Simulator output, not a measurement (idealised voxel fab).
process module | voxel double patterning
cross-section cut | 250 nm wide | cells 5 nm
A cross-section is a grid of square cells, given in bands from the top down. A band is one or more rows of cells.
Each band's line starts with the height of the band's top and of its bottom, in nm. Then come its materials from left to right, each with its width in nm. One material with "throughout" fills the band from edge to edge. "air" is empty space.
Height 0 is the level under which the wafer as received is all one material. The lowest band goes on downwards, as in "0 down".
A width such as "30 to 40" changes by the same amount from each row of cells to the next, from the band's top row to its bottom row.
"no change" after a step means that no cell of the cross-section changed.
closed voids: empty space of 8 cells or more with no open way to the top, each as width x height at its distance from the left edge, in nm
after a step's settings: what the simulator itself notes on the step
overlay nm, on a step with a mask: how far to the right of its planned place the mask lay; to the left if negative
plan
1 op RECEIVE | material Si
2 op CONFORMAL_DEP | material SiO2 | thk nm 10
3 op DIRECTIONAL_DEP | material W | thk nm 15
4 op DIRECTIONAL_DEP | material SiN | thk nm 10
5 op MASKED_ETCH | tone open | mask id FIRST | width nm 15 | pitch nm 50 | etch materials SiN | depth nm 10 | overlay nm 0
6 op MASKED_ETCH | tone open | mask id SECOND | width nm 15 | etch materials SiN | depth nm 10 | overlay nm 0
7 op DIRECTIONAL_ETCH | etch materials W | depth nm 15
8 op STRIP | etch materials SiN
first wafer, as planned
as received, after step 1
  0 down: Si throughout
  closed voids: none
after step 2
  10 to 0: SiO2 throughout
  below 0: unchanged
after step 3
  25 to 10: W throughout
  below 10: unchanged
after step 4
  35 to 25: SiN throughout
  below 25: unchanged
after step 5
  35 to 25: SiN 90 | air 15 | SiN 35 | air 15 | SiN 95
  below 25: unchanged
after step 6
  35 to 25: SiN 90 | air 15 | SiN 10 | air 15 | SiN 10 | air 15 | SiN 95
  below 25: unchanged
after step 7
  35 to 25: SiN 90 | air 15 | SiN 10 | air 15 | SiN 10 | air 15 | SiN 95
  25 to 10: W 90 | air 15 | W 10 | air 15 | W 10 | air 15 | W 95
  below 10: unchanged
after step 8
  25 to 10: W 90 | air 15 | W 10 | air 15 | W 10 | air 15 | W 95
  below 10: unchanged
second wafer: like start, like plan, one mistake. Through step 5 it matches the first wafer
when step 6 should have ended
  35 to 25: SiN 90 | air 15 | SiN 5 | air 15 | SiN 15 | air 15 | SiN 95
  below 25: unchanged
when step 7 should have ended
  35 to 25: SiN 90 | air 15 | SiN 5 | air 15 | SiN 15 | air 15 | SiN 95
  25 to 10: W 90 | air 15 | W 5 | air 15 | W 15 | air 15 | W 95
  below 10: unchanged
when step 8 should have ended
  25 to 10: W 90 | air 15 | W 5 | air 15 | W 15 | air 15 | W 95
  below 10: unchanged
what went wrong: step 6 ran as: op MASKED_ETCH | tone open | mask id SECOND | width nm 15 | etch materials SiN | depth nm 10 | overlay nm -5
at the end the second wafer has, in cells: as many of each material as the first, in other places
